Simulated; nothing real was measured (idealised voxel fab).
The name of this process module is voxel capacitor over wiring.
Section cut is 160 nm wide and gridded with 5 nm square cells.
Just so we're on the same page, the cross-sections are grids of square cells, and they're listed out in bands top to bottom, each band one or more rows deep. Band entry format. Leading values: height of top, height of bottom, nm. Remainder: materials in left-to-right order, each with its width in nm. Special words: "everywhere" on a single material, which then fills the band edge to edge; "empty", empty space. The level at which height equals 0 is the one under which the wafer, as it arrives, is entirely one material. No lower edge exists for the bottom band, which continues downward and is notated as in "0..down". Think of "30 to 40" as a width that walks from the first number to the second as you go down the band, top row to bottom row, taking equal-sized steps from row to row. Step marked "nothing got changed"? Then no cell in the cross-section changed in it. "Closed empty spaces" - sealed voids, min. 8 cells, no opening to top; format: width x height at distance (distance from left edge; nm throughout). Where a step's line continues beyond its settings, the continuation is a remark by the simulator itself on that step. overlay nm: on a step with a mask, how far right of its planned place the mask lay; negative means left.

## Listed below are the process steps as planned
- 1: RECEIVE [material Si]
- 2: CONFORMAL_DEP [material SiO2] [thk nm 15]
- 3: DIRECTIONAL_DEP [material TiN] [thk nm 5]
- 4: DIRECTIONAL_DEP [material W] [thk nm 25]
- 5: DIRECTIONAL_DEP [material aC] [thk nm 10]
- 6: PATTERN [tone cover] [mask id METAL_1] [material resist] [width nm 20] [pitch nm 70] [thk nm 25] [overlay nm 0]
- 7: DIRECTIONAL_ETCH [etch materials aC] [depth nm 10]
- 8: STRIP [etch materials resist]
- 9: DIRECTIONAL_ETCH [etch materials W] [depth nm 25]
- 10: DIRECTIONAL_ETCH [etch materials TiN] [depth nm 5]
- 11: STRIP [etch materials aC]
- 12: FILL_DEP [material SiO2] [thk nm 5]
- 13: CMP [height nm 45]
- 14: CONFORMAL_DEP [material SiCN] [thk nm 5]
- 15: DIRECTIONAL_DEP [material lowk] [thk nm 10]
- 16: MASKED_ETCH [tone open] [mask id PLUG_1] [width nm 15] [etch materials lowk] [depth nm 10] [overlay nm 0]
- 17: MASKED_ETCH [tone open] [mask id PLUG_1] [width nm 15] [etch materials SiCN] [depth nm 5] [overlay nm 0]
- 18: EPI [material Ru] [thk nm 10]
- 19: EPI [material Ru] [thk nm 5]
- 20: DIRECTIONAL_DEP [material TiN] [thk nm 10]
- 21: DIRECTIONAL_DEP [material SiN] [thk nm 5]
- 22: DIRECTIONAL_DEP [material TiN] [thk nm 10]
- 23: DIRECTIONAL_DEP [material aC] [thk nm 10]
- 24: PATTERN [tone cover] [mask id UPPER_PLATE] [material resist] [width nm 55] [thk nm 30] [overlay nm 0]
- 25: DIRECTIONAL_ETCH [etch materials aC] [depth nm 10]
- 26: STRIP [etch materials resist]
- 27: DIRECTIONAL_ETCH [etch materials TiN] [depth nm 10]
- 28: DIRECTIONAL_ETCH [etch materials SiN] [depth nm 5]
- 29: STRIP [etch materials aC]
- 30: PATTERN [tone cover] [mask id LOWER_PLATE] [material resist] [width nm 65] [thk nm 20] [overlay nm 0]
- 31: DIRECTIONAL_ETCH [etch materials TiN] [depth nm 10]
- 32: STRIP [etch materials resist]
- 33: FILL_DEP [material SiO2] [thk nm 15]
- 34: CMP [height nm 95]
- 35: PATTERN [tone open] [mask id PLUG_2] [material resist] [width nm 15] [thk nm 15] [overlay nm 0]
- 36: DIRECTIONAL_ETCH [etch materials SiO2] [depth nm 10]
- 37: STRIP [etch materials resist]
- 38: CONFORMAL_DEP [material TiN] [thk nm 5]
- 39: FILL_DEP [material W] [thk nm 10]
- 40: CMP [height nm 95]
- 41: CONFORMAL_DEP [material SiCN] [thk nm 5]

## So this is the incoming wafer in cross-section - it's already been through step 1
  0..down: Si everywhere
  Closed empty spaces: none

## The module was run from the start shown above using the plan shown above, but one mistake was made doing it; the resulting wafer cross-section is below
  100..95: SiCN everywhere
  95..90: SiO2=50, then TiN=5, then W=5, then TiN=5, then SiO2=95
  90..85: SiO2=50, then TiN=15, then SiO2=95
  85..75: SiO2=40, then TiN=55, then SiO2=65
  75..70: SiO2=40, then SiN=55, then SiO2=65
  70..60: SiO2=35, then TiN=65, then SiO2=60
  60..50: lowk=40, then Ru=15, then lowk=105
  50..45: SiCN=40, then Ru=15, then SiCN=105
  45..20: SiO2=35, then W=20, then SiO2=50, then W=20, then SiO2=35
  20..15: SiO2=35, then TiN=20, then SiO2=50, then TiN=20, then SiO2=35
  15..0: SiN everywhere
  0..down: Si everywhere
  Closed empty spaces: none
Against the plan, the run slipped here: step 2 went in with a setting other than planned; the actual run was CONFORMAL_DEP [material SiN] [thk nm 15]
